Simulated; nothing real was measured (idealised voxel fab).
Process module name: voxel transistor to metal
Each square cell in cross-section cut measures 5 nm, and the section as a whole is 280 nm wide.
Cross-section spec: square-cell grid; bands listed top down; each band is one or more rows. Quick guide to a band line: top height, bottom height (nm) up front; then every material left to right with its width in nm. Only one material and it's marked "full width"? Then it fills the band edge to edge. And "blank" just means empty space. The level at which height equals 0 is the one under which the wafer, as it arrives, is entirely one material. No lower edge exists for the bottom band, which continues downward and is notated as in "0 down". Top row gets the first number, bottom row gets the second, and each row in between changes by the same step: that is how a band width like "30->40" works. It should be understood that the words "all unchanged", when stated for a given step, signify that the cross-section underwent no change in any of its cells during that step. This entry, "Unvented voids", enumerates those empty regions of no fewer than 8 cells that possess no open connection to the top. Each region is reported in the form width x height at distance, the distance being taken from the left edge, with all three quantities expressed in nm. Text after the settings on a step's line: the simulator's own remark on that step. "overlay nm" answers the question of how far to the right of plan the mask lay on a step that has a mask, and when it is negative the answer is to the left.
Process steps - plan:
1. RECEIVE [material Si]
2. OXIDIZE [depth nm 5]
3. CONFORMAL_DEP [material SiN] [thk nm 10]
4. MASKED_ETCH [tone cover] [mask id ACTIVE] [width nm 105] [pitch nm 125] [etch materials SiN] [depth nm 10] [overlay nm 0]
5. MASKED_ETCH [tone cover] [mask id ACTIVE] [width nm 105] [pitch nm 125] [etch materials SiO2] [depth nm 5] [overlay nm 0]
6. MASKED_ETCH [tone cover] [mask id ACTIVE] [width nm 105] [pitch nm 125] [etch materials Si] [depth nm 35] [overlay nm 0]
7. FILL_DEP [material SiO2] [thk nm 5]
8. CMP [height nm 10]
9. SELECTIVE_ETCH [etch materials SiO2] [depth nm 10]
10. STRIP [etch materials SiN]
11. SELECTIVE_ETCH [etch materials SiO2] [depth nm 5]
12. OXIDIZE [depth nm 5]
13. DIRECTIONAL_DEP [material polySi] [thk nm 20]
14. DIRECTIONAL_DEP [material SiCN] [thk nm 15]
15. PATTERN [tone cover] [mask id GATE] [material resist] [width nm 25] [pitch nm 125] [thk nm 15] [overlay nm 0]
16. DIRECTIONAL_ETCH [etch materials SiCN] [depth nm 25]
17. DIRECTIONAL_ETCH [etch materials polySi] [depth nm 30]
18. STRIP [etch materials resist]
19. CONFORMAL_DEP [material SiO2] [thk nm 5]
20. DIRECTIONAL_ETCH [etch materials SiO2] [depth nm 5]
21. CONFORMAL_DEP [material SiN] [thk nm 5]
22. DIRECTIONAL_ETCH [etch materials SiN] [depth nm 5]
23. DIRECTIONAL_ETCH [etch materials SiO2] [depth nm 5]
24. DIRECTIONAL_ETCH [etch materials Si] [depth nm 10]
25. EPI [material SiGe] [thk nm 10]
26. FILL_DEP [material SiO2] [thk nm 5]
27. CMP [height nm 30]
28. DIRECTIONAL_DEP [material SiO2] [thk nm 10]
29. MASKED_ETCH [tone open] [mask id CONTACT] [width nm 20] [etch materials SiO2] [depth nm 50] [overlay nm 0]
30. CONFORMAL_DEP [material TiN] [thk nm 5]
31. FILL_DEP [material W] [thk nm 5]
32. CMP [height nm 40]
33. CONFORMAL_DEP [material SiN] [thk nm 5]
34. DIRECTIONAL_DEP [material lowk] [thk nm 15]
35. PATTERN [tone open] [mask id METAL_1] [material resist] [width nm 20] [thk nm 15] [overlay nm 0]
36. DIRECTIONAL_ETCH [etch materials lowk] [depth nm 15]
37. DIRECTIONAL_ETCH [etch materials SiN] [depth nm 5]
38. STRIP [etch materials resist]
39. CONFORMAL_DEP [material TiN] [thk nm 5]
40. FILL_DEP [material Cu] [thk nm 5]
41. CMP [height nm 60]
42. CONFORMAL_DEP [material SiCN] [thk nm 5]
43. DIRECTIONAL_DEP [material SiO2] [thk nm 30]
44. MASKED_ETCH [tone open] [mask id METAL_2_HOLES] [width nm 15] [pitch nm 125] [etch materials SiO2] [depth nm 30] [overlay nm 0]
45. MASKED_ETCH [tone open] [mask id METAL_2] [width nm 20] [pitch nm 125] [etch materials SiO2] [depth nm 15] [overlay nm 0]
46. MASKED_ETCH [tone open] [mask id METAL_2] [width nm 20] [pitch nm 125] [etch materials SiCN] [depth nm 5] [overlay nm 0]
47. CONFORMAL_DEP [material TiN] [thk nm 5]
48. FILL_DEP [material Cu] [thk nm 5]
49. CMP [height nm 95]
50. CONFORMAL_DEP [material SiCN] [thk nm 5]
First of two wafers, with the run carried out as planned:
Received-state cross-section, reflecting completion of step 1:
	0 down: Si full width
	Unvented voids: none
The wafer, seen in cross-section, after step 2:
	0 to -5: SiO2 full width
	Unchanged below -5.
The wafer, seen in cross-section, after step 3:
	10 to 0: SiN full width
	Unchanged below 0.
The wafer, seen in cross-section, after step 4:
	10 to 0: blank (25); SiN (105); blank (20); SiN (105); blank (25)
	Unchanged below 0.
The wafer, seen in cross-section, after step 5:
	10 to 0: blank (25); SiN (105); blank (20); SiN (105); blank (25)
	0 to -5: blank (25); SiO2 (105); blank (20); SiO2 (105); blank (25)
	Unchanged below -5.
The wafer, seen in cross-section, after step 6:
	10 to 0: blank (25); SiN (105); blank (20); SiN (105); blank (25)
	0 to -5: blank (25); SiO2 (105); blank (20); SiO2 (105); blank (25)
	-5 to -40: blank (25); Si (105); blank (20); Si (105); blank (25)
	Unchanged below -40.
The wafer, seen in cross-section, after step 7:
	15 to 10: SiO2 full width
	10 to 0: SiO2 (25); SiN (105); SiO2 (20); SiN (105); SiO2 (25)
	0 to -5: SiO2 full width
	-5 to -40: SiO2 (25); Si (105); SiO2 (20); Si (105); SiO2 (25)
	Unchanged below -40.
The wafer, seen in cross-section, after step 8:
	10 to 0: SiO2 (25); SiN (105); SiO2 (20); SiN (105); SiO2 (25)
	Unchanged below 0.
The wafer, seen in cross-section, after step 9:
	10 to 0: blank (25); SiN (105); blank (20); SiN (105); blank (25)
	Unchanged below 0.
The wafer, seen in cross-section, after step 10:
	0 to -5: SiO2 full width
	Unchanged below -5.
The wafer, seen in cross-section, after step 11:
	-5 to -40: SiO2 (25); Si (105); SiO2 (20); Si (105); SiO2 (25)
	Unchanged below -40.
The wafer, seen in cross-section, after step 12:
	-5 to -10: SiO2 full width
	Unchanged below -10.
The wafer, seen in cross-section, after step 13:
	15 to -5: polySi full width
	Unchanged below -5.
The wafer, seen in cross-section, after step 14:
	30 to 15: SiCN full width
	Unchanged below 15.
The wafer, seen in cross-section, after step 15:
	45 to 30: blank (65); resist (25); blank (100); resist (25); blank (65)
	Unchanged below 30.
The wafer, seen in cross-section, after step 16:
	45 to 30: blank (65); resist (25); blank (100); resist (25); blank (65)
	30 to 15: blank (65); SiCN (25); blank (100); SiCN (25); blank (65)
	Unchanged below 15.
The wafer, seen in cross-section, after step 17:
	45 to 30: blank (65); resist (25); blank (100); resist (25); blank (65)
	30 to 15: blank (65); SiCN (25); blank (100); SiCN (25); blank (65)
	15 to -5: blank (65); polySi (25); blank (100); polySi (25); blank (65)
	Unchanged below -5.
The wafer, seen in cross-section, after step 18:
	30 to 15: blank (65); SiCN (25); blank (100); SiCN (25); blank (65)
	Unchanged below 15.
The wafer, seen in cross-section, after step 19:
	35 to 30: blank (60); SiO2 (35); blank (90); SiO2 (35); blank (60)
	30 to 15: blank (60); SiO2 (5); SiCN (25); SiO2 (5); blank (90); SiO2 (5); SiCN (25); SiO2 (5); blank (60)
	15 to 0: blank (60); SiO2 (5); polySi (25); SiO2 (5); blank (90); SiO2 (5); polySi (25); SiO2 (5); blank (60)
	0 to -5: SiO2 (65); polySi (25); SiO2 (100); polySi (25); SiO2 (65)
	Unchanged below -5.
The wafer, seen in cross-section, after step 20:
	30 to 15: blank (60); SiO2 (5); SiCN (25); SiO2 (5); blank (90); SiO2 (5); SiCN (25); SiO2 (5); blank (60)
	15 to -5: blank (60); SiO2 (5); polySi (25); SiO2 (5); blank (90); SiO2 (5); polySi (25); SiO2 (5); blank (60)
	Unchanged below -5.
The wafer, seen in cross-section, after step 21:
	35 to 30: blank (55); SiN (45); blank (80); SiN (45); blank (55)
	30 to 15: blank (55); SiN (5); SiO2 (5); SiCN (25); SiO2 (5); SiN (5); blank (80); SiN (5); SiO2 (5); SiCN (25); SiO2 (5); SiN (5); blank (55)
	15 to 0: blank (55); SiN (5); SiO2 (5); polySi (25); SiO2 (5); SiN (5); blank (80); SiN (5); SiO2 (5); polySi (25); SiO2 (5); SiN (5); blank (55)
	0 to -5: SiN (60); SiO2 (5); polySi (25); SiO2 (5); SiN (90); SiO2 (5); polySi (25); SiO2 (5); SiN (60)
	Unchanged below -5.
The wafer, seen in cross-section, after step 22:
	30 to 15: blank (55); SiN (5); SiO2 (5); SiCN (25); SiO2 (5); SiN (5); blank (80); SiN (5); SiO2 (5); SiCN (25); SiO2 (5); SiN (5); blank (55)
	15 to -5: blank (55); SiN (5); SiO2 (5); polySi (25); SiO2 (5); SiN (5); blank (80); SiN (5); SiO2 (5); polySi (25); SiO2 (5); SiN (5); blank (55)
	Unchanged below -5.
The wafer, seen in cross-section, after step 23:
	30 to 25: blank (55); SiN (5); blank (5); SiCN (25); blank (5); SiN (5); blank (80); SiN (5); blank (5); SiCN (25); blank (5); SiN (5); blank (55)
	25 to 15: blank (55); SiN (5); SiO2 (5); SiCN (25); SiO2 (5); SiN (5); blank (80); SiN (5); SiO2 (5); SiCN (25); SiO2 (5); SiN (5); blank (55)
	15 to -5: blank (55); SiN (5); SiO2 (5); polySi (25); SiO2 (5); SiN (5); blank (80); SiN (5); SiO2 (5); polySi (25); SiO2 (5); SiN (5); blank (55)
	-5 to -10: blank (55); SiO2 (45); blank (80); SiO2 (45); blank (55)
	Unchanged below -10.
The wafer, seen in cross-section, after step 24:
	30 to 25: blank (55); SiN (5); blank (5); SiCN (25); blank (5); SiN (5); blank (80); SiN (5); blank (5); SiCN (25); blank (5); SiN (5); blank (55)
	25 to 15: blank (55); SiN (5); SiO2 (5); SiCN (25); SiO2 (5); SiN (5); blank (80); SiN (5); SiO2 (5); SiCN (25); SiO2 (5); SiN (5); blank (55)
	15 to -5: blank (55); SiN (5); SiO2 (5); polySi (25); SiO2 (5); SiN (5); blank (80); SiN (5); SiO2 (5); polySi (25); SiO2 (5); SiN (5); blank (55)
	-5 to -10: blank (55); SiO2 (45); blank (80); SiO2 (45); blank (55)
	-10 to -20: SiO2 (25); blank (30); Si (45); blank (30); SiO2 (20); blank (30); Si (45); blank (30); SiO2 (25)
	Unchanged below -20.
The wafer, seen in cross-section, after step 25:
	30 to 25: blank (55); SiN (5); blank (5); SiCN (25); blank (5); SiN (5); blank (80); SiN (5); blank (5); SiCN (25); blank (5); SiN (5); blank (55)
	25 to 15: blank (55); SiN (5); SiO2 (5); SiCN (25); SiO2 (5); SiN (5); blank (80); SiN (5); SiO2 (5); SiCN (25); SiO2 (5); SiN (5); blank (55)
	15 to 0: blank (55); SiN (5); SiO2 (5); polySi (25); SiO2 (5); SiN (5); blank (80); SiN (5); SiO2 (5); polySi (25); SiO2 (5); SiN (5); blank (55)
	0 to -5: blank (45); SiGe (10); SiN (5); SiO2 (5); polySi (25); SiO2 (5); SiN (5); SiGe (10); blank (60); SiGe (10); SiN (5); SiO2 (5); polySi (25); SiO2 (5); SiN (5); SiGe (10); blank (45)
	-5 to -10: blank (45); SiGe (10); SiO2 (45); SiGe (10); blank (60); SiGe (10); SiO2 (45); SiGe (10); blank (45)
	-10 to -20: SiO2 (25); SiGe (30); Si (45); SiGe (30); SiO2 (20); SiGe (30); Si (45); SiGe (30); SiO2 (25)
	Unchanged below -20.
The wafer, seen in cross-section, after step 26:
	35 to 30: SiO2 full width
	30 to 15: SiO2 (55); SiN (5); SiO2 (5); SiCN (25); SiO2 (5); SiN (5); SiO2 (80); SiN (5); SiO2 (5); SiCN (25); SiO2 (5); SiN (5); SiO2 (55)
	15 to 0: SiO2 (55); SiN (5); SiO2 (5); polySi (25); SiO2 (5); SiN (5); SiO2 (80); SiN (5); SiO2 (5); polySi (25); SiO2 (5); SiN (5); SiO2 (55)
	0 to -5: SiO2 (45); SiGe (10); SiN (5); SiO2 (5); polySi (25); SiO2 (5); SiN (5); SiGe (10); SiO2 (60); SiGe (10); SiN (5); SiO2 (5); polySi (25); SiO2 (5); SiN (5); SiGe (10); SiO2 (45)
	-5 to -10: SiO2 (45); SiGe (10); SiO2 (45); SiGe (10); SiO2 (60); SiGe (10); SiO2 (45); SiGe (10); SiO2 (45)
	Unchanged below -10.
The wafer, seen in cross-section, after step 27:
	30 to 15: SiO2 (55); SiN (5); SiO2 (5); SiCN (25); SiO2 (5); SiN (5); SiO2 (80); SiN (5); SiO2 (5); SiCN (25); SiO2 (5); SiN (5); SiO2 (55)
	Unchanged below 15.
The wafer, seen in cross-section, after step 28:
	40 to 30: SiO2 full width
	Unchanged below 30.
The wafer, seen in cross-section, after step 29:
	40 to 30: SiO2 (30); blank (20); SiO2 (55); blank (20); SiO2 (30); blank (20); SiO2 (55); blank (20); SiO2 (30)
	30 to 15: SiO2 (30); blank (20); SiO2 (5); SiN (5); SiO2 (5); SiCN (25); SiO2 (5); SiN (5); SiO2 (5); blank (20); SiO2 (30); blank (20); SiO2 (5); SiN (5); SiO2 (5); SiCN (25); SiO2 (5); SiN (5); SiO2 (5); blank (20); SiO2 (30)
	15 to 0: SiO2 (30); blank (20); SiO2 (5); SiN (5); SiO2 (5); polySi (25); SiO2 (5); SiN (5); SiO2 (5); blank (20); SiO2 (30); blank (20); SiO2 (5); SiN (5); SiO2 (5); polySi (25); SiO2 (5); SiN (5); SiO2 (5); blank (20); SiO2 (30)
	0 to -5: SiO2 (30); blank (15); SiGe (10); SiN (5); SiO2 (5); polySi (25); SiO2 (5); SiN (5); SiGe (10); blank (15); SiO2 (30); blank (15); SiGe (10); SiN (5); SiO2 (5); polySi (25); SiO2 (5); SiN (5); SiGe (10); blank (15); SiO2 (30)
	-5 to -10: SiO2 (30); blank (15); SiGe (10); SiO2 (45); SiGe (10); blank (15); SiO2 (30); blank (15); SiGe (10); SiO2 (45); SiGe (10); blank (15); SiO2 (30)
	Unchanged below -10.
The wafer, seen in cross-section, after step 30:
	45 to 40: TiN (35); blank (10); TiN (65); blank (10); TiN (40); blank (10); TiN (65); blank (10); TiN (35)
	40 to 30: SiO2 (30); TiN (5); blank (10); TiN (5); SiO2 (55); TiN (5); blank (10); TiN (5); SiO2 (30); TiN (5); blank (10); TiN (5); SiO2 (55); TiN (5); blank (10); TiN (5); SiO2 (30)
	30 to 15: SiO2 (30); TiN (5); blank (10); TiN (5); SiO2 (5); SiN (5); SiO2 (5); SiCN (25); SiO2 (5); SiN (5); SiO2 (5); TiN (5); blank (10); TiN (5); SiO2 (30); TiN (5); blank (10); TiN (5); SiO2 (5); SiN (5); SiO2 (5); SiCN (25); SiO2 (5); SiN (5); SiO2 (5); TiN (5); blank (10); TiN (5); SiO2 (30)
	15 to 5: SiO2 (30); TiN (5); blank (10); TiN (5); SiO2 (5); SiN (5); SiO2 (5); polySi (25); SiO2 (5); SiN (5); SiO2 (5); TiN (5); blank (10); TiN (5); SiO2 (30); TiN (5); blank (10); TiN (5); SiO2 (5); SiN (5); SiO2 (5); polySi (25); SiO2 (5); SiN (5); SiO2 (5); TiN (5); blank (10); TiN (5); SiO2 (30)
	5 to 0: SiO2 (30); TiN (5); blank (5); TiN (10); SiO2 (5); SiN (5); SiO2 (5); polySi (25); SiO2 (5); SiN (5); SiO2 (5); TiN (10); blank (5); TiN (5); SiO2 (30); TiN (5); blank (5); TiN (10); SiO2 (5); SiN (5); SiO2 (5); polySi (25); SiO2 (5); SiN (5); SiO2 (5); TiN (10); blank (5); TiN (5); SiO2 (30)
	0 to -5: SiO2 (30); TiN (5); blank (5); TiN (5); SiGe (10); SiN (5); SiO2 (5); polySi (25); SiO2 (5); SiN (5); SiGe (10); TiN (5); blank (5); TiN (5); SiO2 (30); TiN (5); blank (5); TiN (5); SiGe (10); SiN (5); SiO2 (5); polySi (25); SiO2 (5); SiN (5); SiGe (10); TiN (5); blank (5); TiN (5); SiO2 (30)
	-5 to -10: SiO2 (30); TiN (15); SiGe (10); SiO2 (45); SiGe (10); TiN (15); SiO2 (30); TiN (15); SiGe (10); SiO2 (45); SiGe (10); TiN (15); SiO2 (30)
	Unchanged below -10.
The wafer, seen in cross-section, after step 31:
	50 to 45: W full width
	45 to 40: TiN (35); W (10); TiN (65); W (10); TiN (40); W (10); TiN (65); W (10); TiN (35)
	40 to 30: SiO2 (30); TiN (5); W (10); TiN (5); SiO2 (55); TiN (5); W (10); TiN (5); SiO2 (30); TiN (5); W (10); TiN (5); SiO2 (55); TiN (5); W (10); TiN (5); SiO2 (30)
	30 to 15: SiO2 (30); TiN (5); W (10); TiN (5); SiO2 (5); SiN (5); SiO2 (5); SiCN (25); SiO2 (5); SiN (5); SiO2 (5); TiN (5); W (10); TiN (5); SiO2 (30); TiN (5); W (10); TiN (5); SiO2 (5); SiN (5); SiO2 (5); SiCN (25); SiO2 (5); SiN (5); SiO2 (5); TiN (5); W (10); TiN (5); SiO2 (30)
	15 to 5: SiO2 (30); TiN (5); W (10); TiN (5); SiO2 (5); SiN (5); SiO2 (5); polySi (25); SiO2 (5); SiN (5); SiO2 (5); TiN (5); W (10); TiN (5); SiO2 (30); TiN (5); W (10); TiN (5); SiO2 (5); SiN (5); SiO2 (5); polySi (25); SiO2 (5); SiN (5); SiO2 (5); TiN (5); W (10); TiN (5); SiO2 (30)
	5 to 0: SiO2 (30); TiN (5); W (5); TiN (10); SiO2 (5); SiN (5); SiO2 (5); polySi (25); SiO2 (5); SiN (5); SiO2 (5); TiN (10); W (5); TiN (5); SiO2 (30); TiN (5); W (5); TiN (10); SiO2 (5); SiN (5); SiO2 (5); polySi (25); SiO2 (5); SiN (5); SiO2 (5); TiN (10); W (5); TiN (5); SiO2 (30)
	0 to -5: SiO2 (30); TiN (5); W (5); TiN (5); SiGe (10); SiN (5); SiO2 (5); polySi (25); SiO2 (5); SiN (5); SiGe (10); TiN (5); W (5); TiN (5); SiO2 (30); TiN (5); W (5); TiN (5); SiGe (10); SiN (5); SiO2 (5); polySi (25); SiO2 (5); SiN (5); SiGe (10); TiN (5); W (5); TiN (5); SiO2 (30)
	Unchanged below -5.
The wafer, seen in cross-section, after step 32:
	40 to 30: SiO2 (30); TiN (5); W (10); TiN (5); SiO2 (55); TiN (5); W (10); TiN (5); SiO2 (30); TiN (5); W (10); TiN (5); SiO2 (55); TiN (5); W (10); TiN (5); SiO2 (30)
	Unchanged below 30.
The wafer, seen in cross-section, after step 33:
	45 to 40: SiN full width
	Unchanged below 40.
The wafer, seen in cross-section, after step 34:
	60 to 45: lowk full width
	Unchanged below 45.
The wafer, seen in cross-section, after step 35:
	75 to 60: resist (30); blank (20); resist (55); blank (20); resist (30); blank (20); resist (55); blank (20); resist (30)
	Unchanged below 60.
The wafer, seen in cross-section, after step 36:
	75 to 60: resist (30); blank (20); resist (55); blank (20); resist (30); blank (20); resist (55); blank (20); resist (30)
	60 to 45: lowk (30); blank (20); lowk (55); blank (20); lowk (30); blank (20); lowk (55); blank (20); lowk (30)
	Unchanged below 45.
The wafer, seen in cross-section, after step 37:
	75 to 60: resist (30); blank (20); resist (55); blank (20); resist (30); blank (20); resist (55); blank (20); resist (30)
	60 to 45: lowk (30); blank (20); lowk (55); blank (20); lowk (30); blank (20); lowk (55); blank (20); lowk (30)
	45 to 40: SiN (30); blank (20); SiN (55); blank (20); SiN (30); blank (20); SiN (55); blank (20); SiN (30)
	Unchanged below 40.
The wafer, seen in cross-section, after step 38:
	60 to 45: lowk (30); blank (20); lowk (55); blank (20); lowk (30); blank (20); lowk (55); blank (20); lowk (30)
	Unchanged below 45.
The wafer, seen in cross-section, after step 39:
	65 to 60: TiN (35); blank (10); TiN (65); blank (10); TiN (40); blank (10); TiN (65); blank (10); TiN (35)
	60 to 45: lowk (30); TiN (5); blank (10); TiN (5); lowk (55); TiN (5); blank (10); TiN (5); lowk (30); TiN (5); blank (10); TiN (5); lowk (55); TiN (5); blank (10); TiN (5); lowk (30)
	45 to 40: SiN (30); TiN (20); SiN (55); TiN (20); SiN (30); TiN (20); SiN (55); TiN (20); SiN (30)
	Unchanged below 40.
The wafer, seen in cross-section, after step 40:
	70 to 65: Cu full width
	65 to 60: TiN (35); Cu (10); TiN (65); Cu (10); TiN (40); Cu (10); TiN (65); Cu (10); TiN (35)
	60 to 45: lowk (30); TiN (5); Cu (10); TiN (5); lowk (55); TiN (5); Cu (10); TiN (5); lowk (30); TiN (5); Cu (10); TiN (5); lowk (55); TiN (5); Cu (10); TiN (5); lowk (30)
	Unchanged below 45.
The wafer, seen in cross-section, after step 41:
	60 to 45: lowk (30); TiN (5); Cu (10); TiN (5); lowk (55); TiN (5); Cu (10); TiN (5); lowk (30); TiN (5); Cu (10); TiN (5); lowk (55); TiN (5); Cu (10); TiN (5); lowk (30)
	Unchanged below 45.
The wafer, seen in cross-section, after step 42:
	65 to 60: SiCN full width
	Unchanged below 60.
The wafer, seen in cross-section, after step 43:
	95 to 65: SiO2 full width
	Unchanged below 65.
The wafer, seen in cross-section, after step 44:
	95 to 65: SiO2 (30); blank (15); SiO2 (110); blank (15); SiO2 (110)
	Unchanged below 65.
The wafer, seen in cross-section, after step 45:
	95 to 80: SiO2 (30); blank (20); SiO2 (105); blank (20); SiO2 (105)
	Unchanged below 80.
The wafer, seen in cross-section, after step 46:
	95 to 80: SiO2 (30); blank (20); SiO2 (105); blank (20); SiO2 (105)
	80 to 65: SiO2 (30); blank (15); SiO2 (110); blank (15); SiO2 (110)
	65 to 60: SiCN (30); blank (15); SiCN (110); blank (15); SiCN (110)
	Unchanged below 60.
The wafer, seen in cross-section, after step 47:
	100 to 95: TiN (35); blank (10); TiN (115); blank (10); TiN (110)
	95 to 85: SiO2 (30); TiN (5); blank (10); TiN (5); SiO2 (105); TiN (5); blank (10); TiN (5); SiO2 (105)
	85 to 80: SiO2 (30); TiN (5); blank (5); TiN (10); SiO2 (105); TiN (5); blank (5); TiN (10); SiO2 (105)
	80 to 65: SiO2 (30); TiN (5); blank (5); TiN (5); SiO2 (110); TiN (5); blank (5); TiN (5); SiO2 (110)
	65 to 60: SiCN (30); TiN (15); SiCN (110); TiN (15); SiCN (110)
	Unchanged below 60.
The wafer, seen in cross-section, after step 48:
	105 to 100: Cu full width
	100 to 95: TiN (35); Cu (10); TiN (115); Cu (10); TiN (110)
	95 to 85: SiO2 (30); TiN (5); Cu (10); TiN (5); SiO2 (105); TiN (5); Cu (10); TiN (5); SiO2 (105)
	85 to 80: SiO2 (30); TiN (5); Cu (5); TiN (10); SiO2 (105); TiN (5); Cu (5); TiN (10); SiO2 (105)
	80 to 65: SiO2 (30); TiN (5); Cu (5); TiN (5); SiO2 (110); TiN (5); Cu (5); TiN (5); SiO2 (110)
	Unchanged below 65.
The wafer, seen in cross-section, after step 49:
	95 to 85: SiO2 (30); TiN (5); Cu (10); TiN (5); SiO2 (105); TiN (5); Cu (10); TiN (5); SiO2 (105)
	Unchanged below 85.
The wafer, seen in cross-section, after step 50:
	100 to 95: SiCN full width
	Unchanged below 95.
Regarding the second of the two wafers: it shared the first wafer's starting condition and process plan, yet one error occurred during its execution. Its history coincides with that of the first wafer up to and including step 30:
Planned end of step 31: second wafer, cross-section:
	50 to 45: SiN full width
	45 to 40: TiN (35); SiN (10); TiN (65); SiN (10); TiN (40); SiN (10); TiN (65); SiN (10); TiN (35)
	40 to 30: SiO2 (30); TiN (5); SiN (10); TiN (5); SiO2 (55); TiN (5); SiN (10); TiN (5); SiO2 (30); TiN (5); SiN (10); TiN (5); SiO2 (55); TiN (5); SiN (10); TiN (5); SiO2 (30)
	30 to 15: SiO2 (30); TiN (5); SiN (10); TiN (5); SiO2 (5); SiN (5); SiO2 (5); SiCN (25); SiO2 (5); SiN (5); SiO2 (5); TiN (5); SiN (10); TiN (5); SiO2 (30); TiN (5); SiN (10); TiN (5); SiO2 (5); SiN (5); SiO2 (5); SiCN (25); SiO2 (5); SiN (5); SiO2 (5); TiN (5); SiN (10); TiN (5); SiO2 (30)
	15 to 5: SiO2 (30); TiN (5); SiN (10); TiN (5); SiO2 (5); SiN (5); SiO2 (5); polySi (25); SiO2 (5); SiN (5); SiO2 (5); TiN (5); SiN (10); TiN (5); SiO2 (30); TiN (5); SiN (10); TiN (5); SiO2 (5); SiN (5); SiO2 (5); polySi (25); SiO2 (5); SiN (5); SiO2 (5); TiN (5); SiN (10); TiN (5); SiO2 (30)
	5 to 0: SiO2 (30); TiN (5); SiN (5); TiN (10); SiO2 (5); SiN (5); SiO2 (5); polySi (25); SiO2 (5); SiN (5); SiO2 (5); TiN (10); SiN (5); TiN (5); SiO2 (30); TiN (5); SiN (5); TiN (10); SiO2 (5); SiN (5); SiO2 (5); polySi (25); SiO2 (5); SiN (5); SiO2 (5); TiN (10); SiN (5); TiN (5); SiO2 (30)
	0 to -5: SiO2 (30); TiN (5); SiN (5); TiN (5); SiGe (10); SiN (5); SiO2 (5); polySi (25); SiO2 (5); SiN (5); SiGe (10); TiN (5); SiN (5); TiN (5); SiO2 (30); TiN (5); SiN (5); TiN (5); SiGe (10); SiN (5); SiO2 (5); polySi (25); SiO2 (5); SiN (5); SiGe (10); TiN (5); SiN (5); TiN (5); SiO2 (30)
	Unchanged below -5.
Planned end of step 32: second wafer, cross-section:
	40 to 30: SiO2 (30); TiN (5); SiN (10); TiN (5); SiO2 (55); TiN (5); SiN (10); TiN (5); SiO2 (30); TiN (5); SiN (10); TiN (5); SiO2 (55); TiN (5); SiN (10); TiN (5); SiO2 (30)
	Unchanged below 30.
Planned end of step 33: second wafer, cross-section:
	45 to 40: SiN full width
	Unchanged below 40.
Planned end of step 34: second wafer, cross-section:
	60 to 45: lowk full width
	Unchanged below 45.
Planned end of step 35: second wafer, cross-section:
	75 to 60: resist (30); blank (20); resist (55); blank (20); resist (30); blank (20); resist (55); blank (20); resist (30)
	Unchanged below 60.
Planned end of step 36: second wafer, cross-section:
	75 to 60: resist (30); blank (20); resist (55); blank (20); resist (30); blank (20); resist (55); blank (20); resist (30)
	60 to 45: lowk (30); blank (20); lowk (55); blank (20); lowk (30); blank (20); lowk (55); blank (20); lowk (30)
	Unchanged below 45.
Planned end of step 37: second wafer, cross-section:
	75 to 60: resist (30); blank (20); resist (55); blank (20); resist (30); blank (20); resist (55); blank (20); resist (30)
	60 to 45: lowk (30); blank (20); lowk (55); blank (20); lowk (30); blank (20); lowk (55); blank (20); lowk (30)
	45 to 40: SiN (30); blank (20); SiN (55); blank (20); SiN (30); blank (20); SiN (55); blank (20); SiN (30)
	Unchanged below 40.
Planned end of step 38: second wafer, cross-section:
	60 to 45: lowk (30); blank (20); lowk (55); blank (20); lowk (30); blank (20); lowk (55); blank (20); lowk (30)
	Unchanged below 45.
Planned end of step 39: second wafer, cross-section:
	65 to 60: TiN (35); blank (10); TiN (65); blank (10); TiN (40); blank (10); TiN (65); blank (10); TiN (35)
	60 to 45: lowk (30); TiN (5); blank (10); TiN (5); lowk (55); TiN (5); blank (10); TiN (5); lowk (30); TiN (5); blank (10); TiN (5); lowk (55); TiN (5); blank (10); TiN (5); lowk (30)
	45 to 40: SiN (30); TiN (20); SiN (55); TiN (20); SiN (30); TiN (20); SiN (55); TiN (20); SiN (30)
	Unchanged below 40.
Planned end of step 40: second wafer, cross-section:
	70 to 65: Cu full width
	65 to 60: TiN (35); Cu (10); TiN (65); Cu (10); TiN (40); Cu (10); TiN (65); Cu (10); TiN (35)
	60 to 45: lowk (30); TiN (5); Cu (10); TiN (5); lowk (55); TiN (5); Cu (10); TiN (5); lowk (30); TiN (5); Cu (10); TiN (5); lowk (55); TiN (5); Cu (10); TiN (5); lowk (30)
	Unchanged below 45.
Planned end of step 41: second wafer, cross-section:
	60 to 45: lowk (30); TiN (5); Cu (10); TiN (5); lowk (55); TiN (5); Cu (10); TiN (5); lowk (30); TiN (5); Cu (10); TiN (5); lowk (55); TiN (5); Cu (10); TiN (5); lowk (30)
	Unchanged below 45.
Planned end of step 42: second wafer, cross-section:
	65 to 60: SiCN full width
	Unchanged below 60.
Planned end of step 43: second wafer, cross-section:
	95 to 65: SiO2 full width
	Unchanged below 65.
Planned end of step 44: second wafer, cross-section:
	95 to 65: SiO2 (30); blank (15); SiO2 (110); blank (15); SiO2 (110)
	Unchanged below 65.
Planned end of step 45: second wafer, cross-section:
	95 to 80: SiO2 (30); blank (20); SiO2 (105); blank (20); SiO2 (105)
	Unchanged below 80.
Planned end of step 46: second wafer, cross-section:
	95 to 80: SiO2 (30); blank (20); SiO2 (105); blank (20); SiO2 (105)
	80 to 65: SiO2 (30); blank (15); SiO2 (110); blank (15); SiO2 (110)
	65 to 60: SiCN (30); blank (15); SiCN (110); blank (15); SiCN (110)
	Unchanged below 60.
Planned end of step 47: second wafer, cross-section:
	100 to 95: TiN (35); blank (10); TiN (115); blank (10); TiN (110)
	95 to 85: SiO2 (30); TiN (5); blank (10); TiN (5); SiO2 (105); TiN (5); blank (10); TiN (5); SiO2 (105)
	85 to 80: SiO2 (30); TiN (5); blank (5); TiN (10); SiO2 (105); TiN (5); blank (5); TiN (10); SiO2 (105)
	80 to 65: SiO2 (30); TiN (5); blank (5); TiN (5); SiO2 (110); TiN (5); blank (5); TiN (5); SiO2 (110)
	65 to 60: SiCN (30); TiN (15); SiCN (110); TiN (15); SiCN (110)
	Unchanged below 60.
Planned end of step 48: second wafer, cross-section:
	105 to 100: Cu full width
	100 to 95: TiN (35); Cu (10); TiN (115); Cu (10); TiN (110)
	95 to 85: SiO2 (30); TiN (5); Cu (10); TiN (5); SiO2 (105); TiN (5); Cu (10); TiN (5); SiO2 (105)
	85 to 80: SiO2 (30); TiN (5); Cu (5); TiN (10); SiO2 (105); TiN (5); Cu (5); TiN (10); SiO2 (105)
	80 to 65: SiO2 (30); TiN (5); Cu (5); TiN (5); SiO2 (110); TiN (5); Cu (5); TiN (5); SiO2 (110)
	Unchanged below 65.
Planned end of step 49: second wafer, cross-section:
	95 to 85: SiO2 (30); TiN (5); Cu (10); TiN (5); SiO2 (105); TiN (5); Cu (10); TiN (5); SiO2 (105)
	Unchanged below 85.
Planned end of step 50: second wafer, cross-section:
	100 to 95: SiCN full width
	Unchanged below 95.
Short version of what went wrong: step 31 deviated from plan and actually ran as FILL_DEP [material SiN] [thk nm 5]
Materials where the second wafer ends with more or fewer cells than the first: SiN: 64 more | W: 64 fewer
